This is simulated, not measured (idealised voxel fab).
process module | voxel gate over fins
cross-section cut | 210 nm wide | cells 5 nm
A cross-section is a grid of square cells, given in bands from the top down. A band is one or more rows of cells.
Each band's line starts with the height of the band's top and of its bottom, in nm. Then come its materials from left to right, each with its width in nm. One material with "throughout" fills the band from edge to edge. "air" is empty space.
Height 0 is the level under which the wafer as received is all one material. The lowest band goes on downwards, as in "0 down".
A width such as "30 to 40" changes by the same amount from each row of cells to the next, from the band's top row to its bottom row.
"no change" after a step means that no cell of the cross-section changed.
closed voids: empty space of 8 cells or more with no open way to the top, each as width x height at its distance from the left edge, in nm
after a step's settings: what the simulator itself notes on the step
overlay nm, on a step with a mask: how far to the right of its planned place the mask lay; to the left if negative
plan
1 op RECEIVE | material Si
2 op CONFORMAL_DEP | material SiN | thk nm 10
3 op DIRECTIONAL_DEP | material aC | thk nm 15
4 op PATTERN | tone cover | mask id FINS | material resist | width nm 15 | pitch nm 45 | thk nm 35 | overlay nm 0
5 op DIRECTIONAL_ETCH | etch materials aC | depth nm 15
6 op STRIP | etch materials resist
7 op DIRECTIONAL_ETCH | etch materials SiN | depth nm 10
8 op DIRECTIONAL_ETCH | etch materials Si | depth nm 35
9 op STRIP | etch materials aC
10 op FILL_DEP | material SiO2 | thk nm 15
11 op CMP | height nm 10
12 op SELECTIVE_ETCH | etch materials SiO2 | depth nm 25
13 op STRIP | etch materials SiN
14 op CONFORMAL_DEP | material HfO2 | thk nm 5
15 op CONFORMAL_DEP | material TiN | thk nm 5
16 op CONFORMAL_DEP | material TiAl | thk nm 5
17 op CONFORMAL_DEP | material TiN | thk nm 5
18 op FILL_DEP | material W | thk nm 10
19 op CMP | height nm 25
20 op CONFORMAL_DEP | material SiCN | thk nm 5
as received, after step 1
  0 down: Si throughout
  closed voids: none
first wafer at the end, as planned
  30 to 25: SiCN throughout
  25 to 20: W throughout
  20 to 15: W 30 | TiN 145 | W 35
  15 to 10: W 30 | TiN 5 | TiAl 135 | TiN 5 | W 35
  10 to 5: W 30 | TiN 5 | TiAl 5 | TiN 35 | TiAl 10 | TiN 35 | TiAl 10 | TiN 35 | TiAl 5 | TiN 5 | W 35
  5 to 0: TiN 35 | TiAl 5 | TiN 5 | HfO2 25 | TiN 5 | TiAl 10 | TiN 5 | HfO2 25 | TiN 5 | TiAl 10 | TiN 5 | HfO2 25 | TiN 5 | TiAl 5 | TiN 40
  0 to -5: TiAl 40 | TiN 5 | HfO2 5 | Si 15 | HfO2 5 | TiN 5 | TiAl 10 | TiN 5 | HfO2 5 | Si 15 | HfO2 5 | TiN 5 | TiAl 10 | TiN 5 | HfO2 5 | Si 15 | HfO2 5 | TiN 5 | TiAl 45
  -5 to -10: TiN 45 | HfO2 5 | Si 15 | HfO2 5 | TiN 20 | HfO2 5 | Si 15 | HfO2 5 | TiN 20 | HfO2 5 | Si 15 | HfO2 5 | TiN 50
  -10 to -15: HfO2 50 | Si 15 | HfO2 30 | Si 15 | HfO2 30 | Si 15 | HfO2 55
  -15 to -35: SiO2 50 | Si 15 | SiO2 30 | Si 15 | SiO2 30 | Si 15 | SiO2 55
  -35 down: Si throughout
  closed voids: none
second wafer at the end: like start, like plan, one mistake
  30 to 25: SiCN throughout
  25 to 20: W throughout
  20 to 15: W 25 | TiN 155 | W 30
  15 to 10: W 25 | TiN 5 | TiAl 145 | TiN 5 | W 30
  10 to 5: W 25 | TiN 5 | TiAl 5 | TiN 135 | TiAl 5 | TiN 5 | W 30
  5 to 0: TiN 30 | TiAl 5 | TiN 5 | HfO2 35 | TiN 10 | HfO2 35 | TiN 10 | HfO2 35 | TiN 5 | TiAl 5 | TiN 35
  0 to -5: TiAl 35 | TiN 5 | HfO2 5 | Si 25 | HfO2 5 | TiN 10 | HfO2 5 | Si 25 | HfO2 5 | TiN 10 | HfO2 5 | Si 25 | HfO2 5 | TiN 5 | TiAl 40
  -5 to -10: TiN 40 | HfO2 5 | Si 25 | HfO2 5 | TiN 10 | HfO2 5 | Si 25 | HfO2 5 | TiN 10 | HfO2 5 | Si 25 | HfO2 5 | TiN 45
  -10 to -15: HfO2 45 | Si 25 | HfO2 20 | Si 25 | HfO2 20 | Si 25 | HfO2 50
  -15 to -35: SiO2 45 | Si 25 | SiO2 20 | Si 25 | SiO2 20 | Si 25 | SiO2 50
  -35 down: Si throughout
  closed voids: none
what went wrong: step 4 ran as: op PATTERN | tone cover | mask id FINS | material resist | width nm 25 | pitch nm 45 | thk nm 35 | overlay nm 0
at the end the second wafer has, in cells: 42 more of Si | 24 fewer of SiO2 | 12 fewer of TiAl | 6 fewer of W
